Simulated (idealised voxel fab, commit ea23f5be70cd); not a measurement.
process module | voxel capacitor over wiring
cross-section cut | 280 nm wide | cells 5 nm
A cross-section is a grid of square cells, given in bands from the top down. A band is one or more rows of cells.
Each band's line starts with the height of the band's top and of its bottom, in nm. Then come its materials from left to right, each with its width in nm. One material with "throughout" fills the band from edge to edge. "air" is empty space.
Height 0 is the level under which the wafer as received is all one material. The lowest band goes on downwards, as in "0 down".
A width such as "30 to 40" changes by the same amount from each row of cells to the next, from the band's top row to its bottom row.
"no change" after a step means that no cell of the cross-section changed.
closed voids: empty space of 8 cells or more with no open way to the top, each as width x height at its distance from the left edge, in nm
after a step's settings: what the simulator itself notes on the step
overlay nm, on a step with a mask: how far to the right of its planned place the mask lay; to the left if negative
plan
1 op RECEIVE | material Si
2 op CONFORMAL_DEP | material SiO2 | thk nm 10
3 op DIRECTIONAL_DEP | material TiN | thk nm 5
4 op DIRECTIONAL_DEP | material W | thk nm 20
5 op PATTERN | tone cover | mask id METAL_1 | material resist | width nm 20 | pitch nm 75 | thk nm 15 | overlay nm 0
6 op DIRECTIONAL_ETCH | etch materials W | depth nm 20
7 op DIRECTIONAL_ETCH | etch materials TiN | depth nm 5
8 op STRIP | etch materials resist
9 op FILL_DEP | material lowk | thk nm 5
10 op CMP | height nm 35
11 op CONFORMAL_DEP | material SiCN | thk nm 5
12 op DIRECTIONAL_DEP | material SiO2 | thk nm 20
13 op DIRECTIONAL_DEP | material aC | thk nm 15
14 op PATTERN | tone open | mask id PLUG_1 | material resist | width nm 15 | thk nm 35 | overlay nm 0
15 op DIRECTIONAL_ETCH | etch materials aC | depth nm 15
16 op STRIP | etch materials resist
17 op DIRECTIONAL_ETCH | etch materials SiO2 | depth nm 20
18 op DIRECTIONAL_ETCH | etch materials SiCN | depth nm 5
19 op STRIP | etch materials aC
20 op EPI | material Ru | thk nm 10
21 op EPI | material Ru | thk nm 10
22 op EPI | material Ru | thk nm 5
23 op DIRECTIONAL_DEP | material TiN | thk nm 5
24 op DIRECTIONAL_DEP | material SiN | thk nm 5
25 op DIRECTIONAL_DEP | material TiN | thk nm 5
26 op PATTERN | tone cover | mask id UPPER_PLATE | material resist | width nm 60 | thk nm 20 | overlay nm 0
27 op DIRECTIONAL_ETCH | etch materials TiN | depth nm 5
28 op DIRECTIONAL_ETCH | etch materials SiN | depth nm 5
29 op STRIP | etch materials resist
30 op MASKED_ETCH | tone cover | mask id LOWER_PLATE | width nm 70 | etch materials TiN | depth nm 5 | overlay nm 0
31 op FILL_DEP | material SiO2 | thk nm 15
32 op CMP | height nm 85
33 op MASKED_ETCH | tone open | mask id PLUG_2 | width nm 15 | etch materials SiO2 | depth nm 10 | overlay nm 0
34 op CONFORMAL_DEP | material TiN | thk nm 5
35 op FILL_DEP | material Cu | thk nm 5
36 op CMP | height nm 85
37 op CONFORMAL_DEP | material SiCN | thk nm 5
as received, after step 1
  0 down: Si throughout
  closed voids: none
a wafer at the end: this start, this plan, one mistake
  90 to 85: SiCN throughout
  85 to 80: SiO2 105 | TiN 5 | Cu 5 | TiN 5 | SiO2 160
  80 to 75: SiO2 105 | TiN 15 | SiO2 160
  75 to 70: SiO2 95 | TiN 15 | SiO2 30 | TiN 15 | SiO2 125
  70 to 65: SiO2 95 | SiN 15 | SiO2 30 | SiN 15 | SiO2 125
  65 to 60: SiO2 90 | TiN 20 | SiO2 30 | TiN 20 | SiO2 120
  60 to 50: SiO2 65 | Ru 30 | SiO2 45 | Ru 70 | SiO2 70
  50 to 45: SiO2 65 | Ru 30 | SiO2 15 | TiN 30 | Ru 70 | SiO2 70
  45 to 40: SiO2 65 | Ru 30 | SiO2 15 | SiN 30 | Ru 70 | SiO2 70
  40 to 35: SiO2 65 | Ru 30 | SiCN 15 | TiN 30 | Ru 70 | SiO2 70
  35 to 15: lowk 90 | W 20 | lowk 55 | W 20 | lowk 95
  15 to 10: lowk 90 | TiN 20 | lowk 55 | TiN 20 | lowk 95
  10 to 0: SiO2 throughout
  0 down: Si throughout
  closed voids: none
what went wrong: step 14 ran as: op PATTERN | tone cover | mask id PLUG_1 | material resist | width nm 15 | thk nm 35 | overlay nm 0
